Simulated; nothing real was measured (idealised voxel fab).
process module | voxel transistor to metal
cross-section cut | 190 nm wide | cells 5 nm
A cross-section is a grid of square cells, given in bands from the top down. A band is one or more rows of cells.
Each band's line starts with the height of the band's top and of its bottom, in nm. Then come its materials from left to right, each with its width in nm. One material with "throughout" fills the band from edge to edge. "air" is empty space.
Height 0 is the level under which the wafer as received is all one material. The lowest band goes on downwards, as in "0 down".
A width such as "30 to 40" changes by the same amount from each row of cells to the next, from the band's top row to its bottom row.
"no change" after a step means that no cell of the cross-section changed.
closed voids: empty space of 8 cells or more with no open way to the top, each as width x height at its distance from the left edge, in nm
after a step's settings: what the simulator itself notes on the step
overlay nm, on a step with a mask: how far to the right of its planned place the mask lay; to the left if negative
plan
1 op RECEIVE | material Si
2 op OXIDIZE | depth nm 5
3 op CONFORMAL_DEP | material SiN | thk nm 15
4 op MASKED_ETCH | tone cover | mask id ACTIVE | width nm 105 | etch materials SiN | depth nm 15 | overlay nm 0
5 op MASKED_ETCH | tone cover | mask id ACTIVE | width nm 105 | etch materials SiO2 | depth nm 5 | overlay nm 0
6 op MASKED_ETCH | tone cover | mask id ACTIVE | width nm 105 | etch materials Si | depth nm 30 | overlay nm 0
7 op OXIDIZE | depth nm 5
8 op FILL_DEP | material SiO2 | thk nm 10
9 op CMP | height nm 15
10 op SELECTIVE_ETCH | etch materials SiO2 | depth nm 5
11 op STRIP | etch materials SiN
12 op SELECTIVE_ETCH | etch materials SiO2 | depth nm 5
13 op OXIDIZE | depth nm 5
14 op DIRECTIONAL_DEP | material polySi | thk nm 20
15 op DIRECTIONAL_DEP | material SiCN | thk nm 10
16 op MASKED_ETCH | tone cover | mask id GATE | width nm 15 | etch materials SiCN | depth nm 20 | overlay nm 0
17 op MASKED_ETCH | tone cover | mask id GATE | width nm 15 | etch materials polySi | depth nm 30 | overlay nm 0
18 op CONFORMAL_DEP | material SiO2 | thk nm 5
19 op DIRECTIONAL_ETCH | etch materials SiO2 | depth nm 5
20 op CONFORMAL_DEP | material SiN | thk nm 5
21 op DIRECTIONAL_ETCH | etch materials SiN | depth nm 5
22 op DIRECTIONAL_ETCH | etch materials SiO2 | depth nm 5
23 op DIRECTIONAL_ETCH | etch materials Si | depth nm 15
24 op EPI | material nSi | thk nm 15
25 op FILL_DEP | material SiO2 | thk nm 10
26 op CMP | height nm 25
27 op DIRECTIONAL_DEP | material SiO2 | thk nm 10
28 op DIRECTIONAL_DEP | material aC | thk nm 10
29 op PATTERN | tone open | mask id CONTACT | material resist | width nm 30 | pitch nm 55 | thk nm 30 | overlay nm 0
30 op DIRECTIONAL_ETCH | etch materials aC | depth nm 10
31 op STRIP | etch materials resist
32 op DIRECTIONAL_ETCH | etch materials SiO2 | depth nm 45
33 op STRIP | etch materials aC
34 op CONFORMAL_DEP | material TiN | thk nm 5
35 op FILL_DEP | material W | thk nm 10
36 op CMP | height nm 35
37 op DIRECTIONAL_DEP | material TiN | thk nm 5
38 op DIRECTIONAL_DEP | material Ru | thk nm 15
39 op PATTERN | tone cover | mask id METAL_1 | material resist | width nm 15 | pitch nm 70 | thk nm 20 | overlay nm 0
40 op DIRECTIONAL_ETCH | etch materials Ru | depth nm 15
41 op DIRECTIONAL_ETCH | etch materials TiN | depth nm 5
42 op STRIP | etch materials resist
43 op CONFORMAL_DEP | material SiN | thk nm 5
44 op FILL_DEP | material SiO2 | thk nm 5
45 op CMP | height nm 55
46 op CONFORMAL_DEP | material SiCN | thk nm 5
47 op DIRECTIONAL_DEP | material SiO2 | thk nm 30
48 op DIRECTIONAL_DEP | material aC | thk nm 15
49 op PATTERN | tone open | mask id METAL_2 | material resist | width nm 15 | pitch nm 70 | thk nm 30 | overlay nm 0
50 op DIRECTIONAL_ETCH | etch materials aC | depth nm 15
51 op STRIP | etch materials resist
52 op DIRECTIONAL_ETCH | etch materials SiO2 | depth nm 20
53 op STRIP | etch materials aC
54 op MASKED_ETCH | tone open | mask id METAL_2_HOLES | width nm 15 | pitch nm 70 | etch materials SiO2 | depth nm 10 | overlay nm 0
55 op MASKED_ETCH | tone open | mask id METAL_2_HOLES | width nm 15 | pitch nm 70 | etch materials SiCN | depth nm 5 | overlay nm 0
56 op CONFORMAL_DEP | material TiN | thk nm 5
57 op FILL_DEP | material Cu | thk nm 5
58 op CMP | height nm 90
59 op CONFORMAL_DEP | material SiCN | thk nm 5
first wafer, as planned
as received, after step 1
  0 down: Si throughout
  closed voids: none
after step 2
  0 to -5: SiO2 throughout
  below -5: unchanged
after step 3
  15 to 0: SiN throughout
  below 0: unchanged
after step 4
  15 to 0: air 40 | SiN 105 | air 45
  below 0: unchanged
after step 5
  15 to 0: air 40 | SiN 105 | air 45
  0 to -5: air 40 | SiO2 105 | air 45
  below -5: unchanged
after step 6
  15 to 0: air 40 | SiN 105 | air 45
  0 to -5: air 40 | SiO2 105 | air 45
  -5 to -35: air 40 | Si 105 | air 45
  below -35: unchanged
after step 7
  15 to 0: air 40 | SiN 105 | air 45
  0 to -5: air 40 | SiO2 105 | air 45
  -5 to -35: air 40 | SiO2 5 | Si 95 | SiO2 5 | air 45
  -35 to -40: SiO2 45 | Si 95 | SiO2 50
  below -40: unchanged
after step 8
  25 to 15: SiO2 throughout
  15 to 0: SiO2 40 | SiN 105 | SiO2 45
  0 to -5: SiO2 throughout
  -5 to -40: SiO2 45 | Si 95 | SiO2 50
  below -40: unchanged
after step 9
  15 to 0: SiO2 40 | SiN 105 | SiO2 45
  below 0: unchanged
after step 10
  15 to 10: air 40 | SiN 105 | air 45
  below 10: unchanged
after step 11
  10 to 0: SiO2 40 | air 105 | SiO2 45
  below 0: unchanged
after step 12
  5 to -5: SiO2 35 | air 115 | SiO2 40
  below -5: unchanged
after step 13
  5 to -5: SiO2 35 | air 115 | SiO2 40
  -5 to -10: SiO2 throughout
  below -10: unchanged
after step 14
  25 to 15: polySi 35 | air 115 | polySi 40
  15 to 5: polySi throughout
  5 to -5: SiO2 35 | polySi 115 | SiO2 40
  below -5: unchanged
after step 15
  35 to 25: SiCN 35 | air 115 | SiCN 40
  25 to 15: polySi 35 | SiCN 115 | polySi 40
  below 15: unchanged
after step 16
  25 to 15: polySi 35 | air 50 | SiCN 15 | air 50 | polySi 40
  below 15: unchanged
after step 17
  25 to 15: air 85 | SiCN 15 | air 90
  15 to 5: air 85 | polySi 15 | air 90
  5 to -5: SiO2 35 | air 50 | polySi 15 | air 50 | SiO2 40
  below -5: unchanged
after step 18
  30 to 25: air 80 | SiO2 25 | air 85
  25 to 15: air 80 | SiO2 5 | SiCN 15 | SiO2 5 | air 85
  15 to 10: air 80 | SiO2 5 | polySi 15 | SiO2 5 | air 85
  10 to 0: SiO2 40 | air 40 | SiO2 5 | polySi 15 | SiO2 5 | air 40 | SiO2 45
  0 to -5: SiO2 85 | polySi 15 | SiO2 90
  below -5: unchanged
after step 19
  25 to 15: air 80 | SiO2 5 | SiCN 15 | SiO2 5 | air 85
  15 to 5: air 80 | SiO2 5 | polySi 15 | SiO2 5 | air 85
  5 to -5: SiO2 40 | air 40 | SiO2 5 | polySi 15 | SiO2 5 | air 40 | SiO2 45
  below -5: unchanged
after step 20
  30 to 25: air 75 | SiN 35 | air 80
  25 to 15: air 75 | SiN 5 | SiO2 5 | SiCN 15 | SiO2 5 | SiN 5 | air 80
  15 to 10: air 75 | SiN 5 | SiO2 5 | polySi 15 | SiO2 5 | SiN 5 | air 80
  10 to 5: SiN 45 | air 30 | SiN 5 | SiO2 5 | polySi 15 | SiO2 5 | SiN 5 | air 30 | SiN 50
  5 to 0: SiO2 40 | SiN 5 | air 30 | SiN 5 | SiO2 5 | polySi 15 | SiO2 5 | SiN 5 | air 30 | SiN 5 | SiO2 45
  0 to -5: SiO2 40 | SiN 40 | SiO2 5 | polySi 15 | SiO2 5 | SiN 40 | SiO2 45
  below -5: unchanged
after step 21
  25 to 15: air 75 | SiN 5 | SiO2 5 | SiCN 15 | SiO2 5 | SiN 5 | air 80
  15 to 5: air 75 | SiN 5 | SiO2 5 | polySi 15 | SiO2 5 | SiN 5 | air 80
  5 to -5: SiO2 40 | SiN 5 | air 30 | SiN 5 | SiO2 5 | polySi 15 | SiO2 5 | SiN 5 | air 30 | SiN 5 | SiO2 45
  below -5: unchanged
after step 22
  25 to 20: air 75 | SiN 5 | air 5 | SiCN 15 | air 5 | SiN 5 | air 80
  20 to 15: air 75 | SiN 5 | SiO2 5 | SiCN 15 | SiO2 5 | SiN 5 | air 80
  15 to 5: air 75 | SiN 5 | SiO2 5 | polySi 15 | SiO2 5 | SiN 5 | air 80
  5 to 0: air 40 | SiN 5 | air 30 | SiN 5 | SiO2 5 | polySi 15 | SiO2 5 | SiN 5 | air 30 | SiN 5 | air 45
  0 to -5: SiO2 40 | SiN 5 | air 30 | SiN 5 | SiO2 5 | polySi 15 | SiO2 5 | SiN 5 | air 30 | SiN 5 | SiO2 45
  -5 to -10: SiO2 45 | air 30 | SiO2 35 | air 30 | SiO2 50
  below -10: unchanged
after step 23
  25 to 20: air 75 | SiN 5 | air 5 | SiCN 15 | air 5 | SiN 5 | air 80
  20 to 15: air 75 | SiN 5 | SiO2 5 | SiCN 15 | SiO2 5 | SiN 5 | air 80
  15 to 5: air 75 | SiN 5 | SiO2 5 | polySi 15 | SiO2 5 | SiN 5 | air 80
  5 to 0: air 40 | SiN 5 | air 30 | SiN 5 | SiO2 5 | polySi 15 | SiO2 5 | SiN 5 | air 30 | SiN 5 | air 45
  0 to -5: SiO2 40 | SiN 5 | air 30 | SiN 5 | SiO2 5 | polySi 15 | SiO2 5 | SiN 5 | air 30 | SiN 5 | SiO2 45
  -5 to -10: SiO2 45 | air 30 | SiO2 35 | air 30 | SiO2 50
  -10 to -25: SiO2 45 | air 30 | Si 35 | air 30 | SiO2 50
  below -25: unchanged
after step 24
  25 to 20: air 75 | SiN 5 | air 5 | SiCN 15 | air 5 | SiN 5 | air 80
  20 to 15: air 75 | SiN 5 | SiO2 5 | SiCN 15 | SiO2 5 | SiN 5 | air 80
  15 to 5: air 75 | SiN 5 | SiO2 5 | polySi 15 | SiO2 5 | SiN 5 | air 80
  5 to 0: air 40 | SiN 5 | air 15 | nSi 15 | SiN 5 | SiO2 5 | polySi 15 | SiO2 5 | SiN 5 | nSi 15 | air 15 | SiN 5 | air 45
  0 to -5: SiO2 40 | SiN 5 | air 15 | nSi 15 | SiN 5 | SiO2 5 | polySi 15 | SiO2 5 | SiN 5 | nSi 15 | air 15 | SiN 5 | SiO2 45
  -5 to -10: SiO2 45 | air 15 | nSi 15 | SiO2 35 | nSi 15 | air 15 | SiO2 50
  -10 to -25: SiO2 45 | nSi 30 | Si 35 | nSi 30 | SiO2 50
  below -25: unchanged
after step 25
  35 to 25: SiO2 throughout
  25 to 15: SiO2 75 | SiN 5 | SiO2 5 | SiCN 15 | SiO2 5 | SiN 5 | SiO2 80
  15 to 5: SiO2 75 | SiN 5 | SiO2 5 | polySi 15 | SiO2 5 | SiN 5 | SiO2 80
  5 to -5: SiO2 40 | SiN 5 | SiO2 15 | nSi 15 | SiN 5 | SiO2 5 | polySi 15 | SiO2 5 | SiN 5 | nSi 15 | SiO2 15 | SiN 5 | SiO2 45
  -5 to -10: SiO2 60 | nSi 15 | SiO2 35 | nSi 15 | SiO2 65
  below -10: unchanged
after step 26
  25 to 15: SiO2 75 | SiN 5 | SiO2 5 | SiCN 15 | SiO2 5 | SiN 5 | SiO2 80
  below 15: unchanged
after step 27
  35 to 25: SiO2 throughout
  below 25: unchanged
after step 28
  45 to 35: aC throughout
  below 35: unchanged
after step 29
  75 to 45: resist 50 | air 30 | resist 25 | air 30 | resist 55
  below 45: unchanged
after step 30
  65 to 45: resist 50 | air 30 | resist 25 | air 30 | resist 55
  45 to 35: aC 50 | air 30 | aC 25 | air 30 | aC 55
  below 35: unchanged
after step 31
  45 to 35: aC 50 | air 30 | aC 25 | air 30 | aC 55
  below 35: unchanged
after step 32
  45 to 35: aC 50 | air 30 | aC 25 | air 30 | aC 55
  35 to 25: SiO2 50 | air 30 | SiO2 25 | air 30 | SiO2 55
  25 to 15: SiO2 50 | air 25 | SiN 5 | SiO2 5 | SiCN 15 | SiO2 5 | SiN 5 | air 25 | SiO2 55
  15 to 5: SiO2 50 | air 25 | SiN 5 | SiO2 5 | polySi 15 | SiO2 5 | SiN 5 | air 25 | SiO2 55
  5 to -5: SiO2 40 | SiN 5 | SiO2 5 | air 10 | nSi 15 | SiN 5 | SiO2 5 | polySi 15 | SiO2 5 | SiN 5 | nSi 15 | air 10 | SiO2 5 | SiN 5 | SiO2 45
  -5 to -10: SiO2 50 | air 10 | nSi 15 | SiO2 35 | nSi 15 | air 10 | SiO2 55
  below -10: unchanged
after step 33
  35 to 25: SiO2 50 | air 30 | SiO2 25 | air 30 | SiO2 55
  below 25: unchanged
after step 34
  40 to 35: TiN 55 | air 20 | TiN 35 | air 20 | TiN 60
  35 to 25: SiO2 50 | TiN 5 | air 20 to 15 | TiN 5 to 10 | SiO2 25 | TiN 5 to 10 | air 20 to 15 | TiN 5 | SiO2 55
  25 to 15: SiO2 50 | TiN 5 | air 15 | TiN 5 | SiN 5 | SiO2 5 | SiCN 15 | SiO2 5 | SiN 5 | TiN 5 | air 15 | TiN 5 | SiO2 55
  15 to 10: SiO2 50 | TiN 5 | air 15 | TiN 5 | SiN 5 | SiO2 5 | polySi 15 | SiO2 5 | SiN 5 | TiN 5 | air 15 | TiN 5 | SiO2 55
  10 to 5: SiO2 50 | TiN 25 | SiN 5 | SiO2 5 | polySi 15 | SiO2 5 | SiN 5 | TiN 25 | SiO2 55
  5 to -5: SiO2 40 | SiN 5 | SiO2 5 | TiN 10 | nSi 15 | SiN 5 | SiO2 5 | polySi 15 | SiO2 5 | SiN 5 | nSi 15 | TiN 10 | SiO2 5 | SiN 5 | SiO2 45
  -5 to -10: SiO2 50 | TiN 10 | nSi 15 | SiO2 35 | nSi 15 | TiN 10 | SiO2 55
  below -10: unchanged
after step 35
  50 to 40: W throughout
  40 to 35: TiN 55 | W 20 | TiN 35 | W 20 | TiN 60
  35 to 25: SiO2 50 | TiN 5 | W 20 to 15 | TiN 5 to 10 | SiO2 25 | TiN 5 to 10 | W 20 to 15 | TiN 5 | SiO2 55
  25 to 15: SiO2 50 | TiN 5 | W 15 | TiN 5 | SiN 5 | SiO2 5 | SiCN 15 | SiO2 5 | SiN 5 | TiN 5 | W 15 | TiN 5 | SiO2 55
  15 to 10: SiO2 50 | TiN 5 | W 15 | TiN 5 | SiN 5 | SiO2 5 | polySi 15 | SiO2 5 | SiN 5 | TiN 5 | W 15 | TiN 5 | SiO2 55
  below 10: unchanged
after step 36
  35 to 25: SiO2 50 | TiN 5 | W 20 to 15 | TiN 5 to 10 | SiO2 25 | TiN 5 to 10 | W 20 to 15 | TiN 5 | SiO2 55
  below 25: unchanged
after step 37
  40 to 35: TiN throughout
  below 35: unchanged
after step 38
  55 to 40: Ru throughout
  below 40: unchanged
after step 39
  75 to 55: air 50 | resist 15 | air 55 | resist 15 | air 55
  below 55: unchanged
after step 40
  75 to 55: air 50 | resist 15 | air 55 | resist 15 | air 55
  55 to 40: air 50 | Ru 15 | air 55 | Ru 15 | air 55
  below 40: unchanged
after step 41
  75 to 55: air 50 | resist 15 | air 55 | resist 15 | air 55
  55 to 40: air 50 | Ru 15 | air 55 | Ru 15 | air 55
  40 to 35: air 50 | TiN 15 | air 55 | TiN 15 | air 55
  below 35: unchanged
after step 42
  55 to 40: air 50 | Ru 15 | air 55 | Ru 15 | air 55
  below 40: unchanged
after step 43
  60 to 55: air 45 | SiN 25 | air 45 | SiN 25 | air 50
  55 to 40: air 45 | SiN 5 | Ru 15 | SiN 5 | air 45 | SiN 5 | Ru 15 | SiN 5 | air 50
  40 to 35: SiN 50 | TiN 15 | SiN 55 | TiN 15 | SiN 55
  below 35: unchanged
after step 44
  65 to 60: SiO2 throughout
  60 to 55: SiO2 45 | SiN 25 | SiO2 45 | SiN 25 | SiO2 50
  55 to 40: SiO2 45 | SiN 5 | Ru 15 | SiN 5 | SiO2 45 | SiN 5 | Ru 15 | SiN 5 | SiO2 50
  below 40: unchanged
after step 45
  55 to 40: SiO2 45 | SiN 5 | Ru 15 | SiN 5 | SiO2 45 | SiN 5 | Ru 15 | SiN 5 | SiO2 50
  below 40: unchanged
after step 46
  60 to 55: SiCN throughout
  below 55: unchanged
after step 47
  90 to 60: SiO2 throughout
  below 60: unchanged
after step 48
  105 to 90: aC throughout
  below 90: unchanged
after step 49
  135 to 105: resist 50 | air 15 | resist 55 | air 15 | resist 55
  below 105: unchanged
after step 50
  120 to 105: resist 50 | air 15 | resist 55 | air 15 | resist 55
  105 to 90: aC 50 | air 15 | aC 55 | air 15 | aC 55
  below 90: unchanged
after step 51
  105 to 90: aC 50 | air 15 | aC 55 | air 15 | aC 55
  below 90: unchanged
after step 52
  105 to 90: aC 50 | air 15 | aC 55 | air 15 | aC 55
  90 to 70: SiO2 50 | air 15 | SiO2 55 | air 15 | SiO2 55
  below 70: unchanged
after step 53
  90 to 70: SiO2 50 | air 15 | SiO2 55 | air 15 | SiO2 55
  below 70: unchanged
after step 54
  90 to 60: SiO2 50 | air 15 | SiO2 55 | air 15 | SiO2 55
  below 60: unchanged
after step 55
  90 to 60: SiO2 50 | air 15 | SiO2 55 | air 15 | SiO2 55
  60 to 55: SiCN 50 | air 15 | SiCN 55 | air 15 | SiCN 55
  below 55: unchanged
after step 56
  95 to 90: TiN 55 | air 5 | TiN 65 | air 5 | TiN 60
  90 to 60: SiO2 50 | TiN 5 | air 5 | TiN 5 | SiO2 55 | TiN 5 | air 5 | TiN 5 | SiO2 55
  60 to 55: SiCN 50 | TiN 15 | SiCN 55 | TiN 15 | SiCN 55
  below 55: unchanged
after step 57
  100 to 95: Cu throughout
  95 to 90: TiN 55 | Cu 5 | TiN 65 | Cu 5 | TiN 60
  90 to 60: SiO2 50 | TiN 5 | Cu 5 | TiN 5 | SiO2 55 | TiN 5 | Cu 5 | TiN 5 | SiO2 55
  below 60: unchanged
after step 58
  90 to 60: SiO2 50 | TiN 5 | Cu 5 | TiN 5 | SiO2 55 | TiN 5 | Cu 5 | TiN 5 | SiO2 55
  below 60: unchanged
after step 59
  95 to 90: SiCN throughout
  below 90: unchanged
second wafer: like start, like plan, one mistake. Through step 17 it matches the first wafer
when step 18 should have ended: no change
when step 19 should have ended
  25 to 15: air 85 | SiCN 15 | air 90
  15 to 0: air 85 | polySi 15 | air 90
  0 to -5: SiO2 35 | air 50 | polySi 15 | air 50 | SiO2 40
  -5 to -10: SiO2 35 | air 50 | SiO2 15 | air 50 | SiO2 40
  below -10: unchanged
when step 20 should have ended
  30 to 25: air 80 | SiN 25 | air 85
  25 to 15: air 80 | SiN 5 | SiCN 15 | SiN 5 | air 85
  15 to 5: air 80 | SiN 5 | polySi 15 | SiN 5 | air 85
  5 to 0: SiN 40 | air 40 | SiN 5 | polySi 15 | SiN 5 | air 40 | SiN 45
  0 to -5: SiO2 35 | SiN 5 | air 40 | SiN 5 | polySi 15 | SiN 5 | air 40 | SiN 5 | SiO2 40
  -5 to -10: SiO2 35 | SiN 50 | SiO2 15 | SiN 50 | SiO2 40
  below -10: unchanged
when step 21 should have ended
  25 to 15: air 80 | SiN 5 | SiCN 15 | SiN 5 | air 85
  15 to 0: air 80 | SiN 5 | polySi 15 | SiN 5 | air 85
  0 to -5: SiO2 35 | SiN 5 | air 40 | SiN 5 | polySi 15 | SiN 5 | air 40 | SiN 5 | SiO2 40
  -5 to -10: SiO2 35 | SiN 5 | air 40 | SiN 5 | SiO2 15 | SiN 5 | air 40 | SiN 5 | SiO2 40
  below -10: unchanged
when step 22 should have ended
  25 to 15: air 80 | SiN 5 | SiCN 15 | SiN 5 | air 85
  15 to 0: air 80 | SiN 5 | polySi 15 | SiN 5 | air 85
  0 to -5: air 35 | SiN 5 | air 40 | SiN 5 | polySi 15 | SiN 5 | air 40 | SiN 5 | air 40
  -5 to -10: SiO2 35 | SiN 5 | air 40 | SiN 5 | SiO2 15 | SiN 5 | air 40 | SiN 5 | SiO2 40
  -10 to -15: SiO2 40 | air 5 | Si 95 | air 5 | SiO2 45
  below -15: unchanged
when step 23 should have ended
  25 to 15: air 80 | SiN 5 | SiCN 15 | SiN 5 | air 85
  15 to 0: air 80 | SiN 5 | polySi 15 | SiN 5 | air 85
  0 to -5: air 35 | SiN 5 | air 40 | SiN 5 | polySi 15 | SiN 5 | air 40 | SiN 5 | air 40
  -5 to -10: SiO2 35 | SiN 5 | air 40 | SiN 5 | SiO2 15 | SiN 5 | air 40 | SiN 5 | SiO2 40
  -10 to -15: SiO2 40 | air 40 | Si 25 | air 40 | SiO2 45
  -15 to -25: SiO2 45 | air 35 | Si 25 | air 35 | SiO2 50
  below -25: unchanged
when step 24 should have ended
  25 to 15: air 80 | SiN 5 | SiCN 15 | SiN 5 | air 85
  15 to 5: air 80 | SiN 5 | polySi 15 | SiN 5 | air 85
  5 to 0: air 65 | nSi 15 | SiN 5 | polySi 15 | SiN 5 | nSi 15 | air 70
  0 to -5: air 35 | SiN 5 | air 25 | nSi 15 | SiN 5 | polySi 15 | SiN 5 | nSi 15 | air 25 | SiN 5 | air 40
  -5 to -10: SiO2 35 | SiN 5 | air 25 | nSi 15 | SiN 5 | SiO2 15 | SiN 5 | nSi 15 | air 25 | SiN 5 | SiO2 40
  -10 to -15: SiO2 40 | nSi 40 | Si 25 | nSi 40 | SiO2 45
  -15 to -25: SiO2 45 | nSi 35 | Si 25 | nSi 35 | SiO2 50
  below -25: unchanged
when step 25 should have ended
  35 to 25: SiO2 throughout
  25 to 15: SiO2 80 | SiN 5 | SiCN 15 | SiN 5 | SiO2 85
  15 to 5: SiO2 80 | SiN 5 | polySi 15 | SiN 5 | SiO2 85
  5 to 0: SiO2 65 | nSi 15 | SiN 5 | polySi 15 | SiN 5 | nSi 15 | SiO2 70
  0 to -5: SiO2 35 | SiN 5 | SiO2 25 | nSi 15 | SiN 5 | polySi 15 | SiN 5 | nSi 15 | SiO2 25 | SiN 5 | SiO2 40
  -5 to -10: SiO2 35 | SiN 5 | SiO2 25 | nSi 15 | SiN 5 | SiO2 15 | SiN 5 | nSi 15 | SiO2 25 | SiN 5 | SiO2 40
  below -10: unchanged
when step 26 should have ended
  25 to 15: SiO2 80 | SiN 5 | SiCN 15 | SiN 5 | SiO2 85
  below 15: unchanged
when step 27 should have ended
  35 to 25: SiO2 throughout
  below 25: unchanged
when step 28 should have ended
  45 to 35: aC throughout
  below 35: unchanged
when step 29 should have ended
  75 to 45: resist 50 | air 30 | resist 25 | air 30 | resist 55
  below 45: unchanged
when step 30 should have ended
  65 to 45: resist 50 | air 30 | resist 25 | air 30 | resist 55
  45 to 35: aC 50 | air 30 | aC 25 | air 30 | aC 55
  below 35: unchanged
when step 31 should have ended
  45 to 35: aC 50 | air 30 | aC 25 | air 30 | aC 55
  below 35: unchanged
when step 32 should have ended
  45 to 35: aC 50 | air 30 | aC 25 | air 30 | aC 55
  35 to 25: SiO2 50 | air 30 | SiO2 25 | air 30 | SiO2 55
  25 to 15: SiO2 50 | air 30 | SiN 5 | SiCN 15 | SiN 5 | air 30 | SiO2 55
  15 to 5: SiO2 50 | air 30 | SiN 5 | polySi 15 | SiN 5 | air 30 | SiO2 55
  5 to 0: SiO2 50 | air 15 | nSi 15 | SiN 5 | polySi 15 | SiN 5 | nSi 15 | air 15 | SiO2 55
  0 to -5: SiO2 35 | SiN 5 | SiO2 10 | air 15 | nSi 15 | SiN 5 | polySi 15 | SiN 5 | nSi 15 | air 15 | SiO2 10 | SiN 5 | SiO2 40
  -5 to -10: SiO2 35 | SiN 5 | SiO2 10 | air 15 | nSi 15 | SiN 5 | SiO2 15 | SiN 5 | nSi 15 | air 15 | SiO2 10 | SiN 5 | SiO2 40
  below -10: unchanged
when step 33 should have ended
  35 to 25: SiO2 50 | air 30 | SiO2 25 | air 30 | SiO2 55
  below 25: unchanged
when step 34 should have ended
  40 to 35: TiN 55 | air 20 | TiN 35 | air 20 | TiN 60
  35 to 25: SiO2 50 | TiN 5 | air 20 | TiN 5 | SiO2 25 | TiN 5 | air 20 | TiN 5 | SiO2 55
  25 to 15: SiO2 50 | TiN 5 | air 20 | TiN 5 | SiN 5 | SiCN 15 | SiN 5 | TiN 5 | air 20 | TiN 5 | SiO2 55
  15 to 5: SiO2 50 | TiN 5 | air 20 to 5 | TiN 5 to 20 | SiN 5 | polySi 15 | SiN 5 | TiN 5 to 20 | air 20 to 5 | TiN 5 | SiO2 55
  5 to 0: SiO2 50 | TiN 5 | air 5 | TiN 5 | nSi 15 | SiN 5 | polySi 15 | SiN 5 | nSi 15 | TiN 5 | air 5 | TiN 5 | SiO2 55
  0 to -5: SiO2 35 | SiN 5 | SiO2 10 | TiN 5 | air 5 | TiN 5 | nSi 15 | SiN 5 | polySi 15 | SiN 5 | nSi 15 | TiN 5 | air 5 | TiN 5 | SiO2 10 | SiN 5 | SiO2 40
  -5 to -10: SiO2 35 | SiN 5 | SiO2 10 | TiN 15 | nSi 15 | SiN 5 | SiO2 15 | SiN 5 | nSi 15 | TiN 15 | SiO2 10 | SiN 5 | SiO2 40
  below -10: unchanged
when step 35 should have ended
  50 to 40: W throughout
  40 to 35: TiN 55 | W 20 | TiN 35 | W 20 | TiN 60
  35 to 25: SiO2 50 | TiN 5 | W 20 | TiN 5 | SiO2 25 | TiN 5 | W 20 | TiN 5 | SiO2 55
  25 to 15: SiO2 50 | TiN 5 | W 20 | TiN 5 | SiN 5 | SiCN 15 | SiN 5 | TiN 5 | W 20 | TiN 5 | SiO2 55
  15 to 5: SiO2 50 | TiN 5 | W 20 to 5 | TiN 5 to 20 | SiN 5 | polySi 15 | SiN 5 | TiN 5 to 20 | W 20 to 5 | TiN 5 | SiO2 55
  5 to 0: SiO2 50 | TiN 5 | W 5 | TiN 5 | nSi 15 | SiN 5 | polySi 15 | SiN 5 | nSi 15 | TiN 5 | W 5 | TiN 5 | SiO2 55
  0 to -5: SiO2 35 | SiN 5 | SiO2 10 | TiN 5 | W 5 | TiN 5 | nSi 15 | SiN 5 | polySi 15 | SiN 5 | nSi 15 | TiN 5 | W 5 | TiN 5 | SiO2 10 | SiN 5 | SiO2 40
  below -5: unchanged
when step 36 should have ended
  35 to 25: SiO2 50 | TiN 5 | W 20 | TiN 5 | SiO2 25 | TiN 5 | W 20 | TiN 5 | SiO2 55
  below 25: unchanged
when step 37 should have ended
  40 to 35: TiN throughout
  below 35: unchanged
when step 38 should have ended
  55 to 40: Ru throughout
  below 40: unchanged
when step 39 should have ended
  75 to 55: air 50 | resist 15 | air 55 | resist 15 | air 55
  below 55: unchanged
when step 40 should have ended
  75 to 55: air 50 | resist 15 | air 55 | resist 15 | air 55
  55 to 40: air 50 | Ru 15 | air 55 | Ru 15 | air 55
  below 40: unchanged
when step 41 should have ended
  75 to 55: air 50 | resist 15 | air 55 | resist 15 | air 55
  55 to 40: air 50 | Ru 15 | air 55 | Ru 15 | air 55
  40 to 35: air 50 | TiN 15 | air 55 | TiN 15 | air 55
  below 35: unchanged
when step 42 should have ended
  55 to 40: air 50 | Ru 15 | air 55 | Ru 15 | air 55
  below 40: unchanged
when step 43 should have ended
  60 to 55: air 45 | SiN 25 | air 45 | SiN 25 | air 50
  55 to 40: air 45 | SiN 5 | Ru 15 | SiN 5 | air 45 | SiN 5 | Ru 15 | SiN 5 | air 50
  40 to 35: SiN 50 | TiN 15 | SiN 55 | TiN 15 | SiN 55
  below 35: unchanged
when step 44 should have ended
  65 to 60: SiO2 throughout
  60 to 55: SiO2 45 | SiN 25 | SiO2 45 | SiN 25 | SiO2 50
  55 to 40: SiO2 45 | SiN 5 | Ru 15 | SiN 5 | SiO2 45 | SiN 5 | Ru 15 | SiN 5 | SiO2 50
  below 40: unchanged
when step 45 should have ended
  55 to 40: SiO2 45 | SiN 5 | Ru 15 | SiN 5 | SiO2 45 | SiN 5 | Ru 15 | SiN 5 | SiO2 50
  below 40: unchanged
when step 46 should have ended
  60 to 55: SiCN throughout
  below 55: unchanged
when step 47 should have ended
  90 to 60: SiO2 throughout
  below 60: unchanged
when step 48 should have ended
  105 to 90: aC throughout
  below 90: unchanged
when step 49 should have ended
  135 to 105: resist 50 | air 15 | resist 55 | air 15 | resist 55
  below 105: unchanged
when step 50 should have ended
  120 to 105: resist 50 | air 15 | resist 55 | air 15 | resist 55
  105 to 90: aC 50 | air 15 | aC 55 | air 15 | aC 55
  below 90: unchanged
when step 51 should have ended
  105 to 90: aC 50 | air 15 | aC 55 | air 15 | aC 55
  below 90: unchanged
when step 52 should have ended
  105 to 90: aC 50 | air 15 | aC 55 | air 15 | aC 55
  90 to 70: SiO2 50 | air 15 | SiO2 55 | air 15 | SiO2 55
  below 70: unchanged
when step 53 should have ended
  90 to 70: SiO2 50 | air 15 | SiO2 55 | air 15 | SiO2 55
  below 70: unchanged
when step 54 should have ended
  90 to 60: SiO2 50 | air 15 | SiO2 55 | air 15 | SiO2 55
  below 60: unchanged
when step 55 should have ended
  90 to 60: SiO2 50 | air 15 | SiO2 55 | air 15 | SiO2 55
  60 to 55: SiCN 50 | air 15 | SiCN 55 | air 15 | SiCN 55
  below 55: unchanged
when step 56 should have ended
  95 to 90: TiN 55 | air 5 | TiN 65 | air 5 | TiN 60
  90 to 60: SiO2 50 | TiN 5 | air 5 | TiN 5 | SiO2 55 | TiN 5 | air 5 | TiN 5 | SiO2 55
  60 to 55: SiCN 50 | TiN 15 | SiCN 55 | TiN 15 | SiCN 55
  below 55: unchanged
when step 57 should have ended
  100 to 95: Cu throughout
  95 to 90: TiN 55 | Cu 5 | TiN 65 | Cu 5 | TiN 60
  90 to 60: SiO2 50 | TiN 5 | Cu 5 | TiN 5 | SiO2 55 | TiN 5 | Cu 5 | TiN 5 | SiO2 55
  below 60: unchanged
when step 58 should have ended
  90 to 60: SiO2 50 | TiN 5 | Cu 5 | TiN 5 | SiO2 55 | TiN 5 | Cu 5 | TiN 5 | SiO2 55
  below 60: unchanged
when step 59 should have ended
  95 to 90: SiCN throughout
  below 90: unchanged
what went wrong: step 18 was left out
at the end the second wafer has, in cells: 6 fewer of Si | 2 more of SiN | 18 fewer of SiO2 | 14 more of W | 8 more of nSi
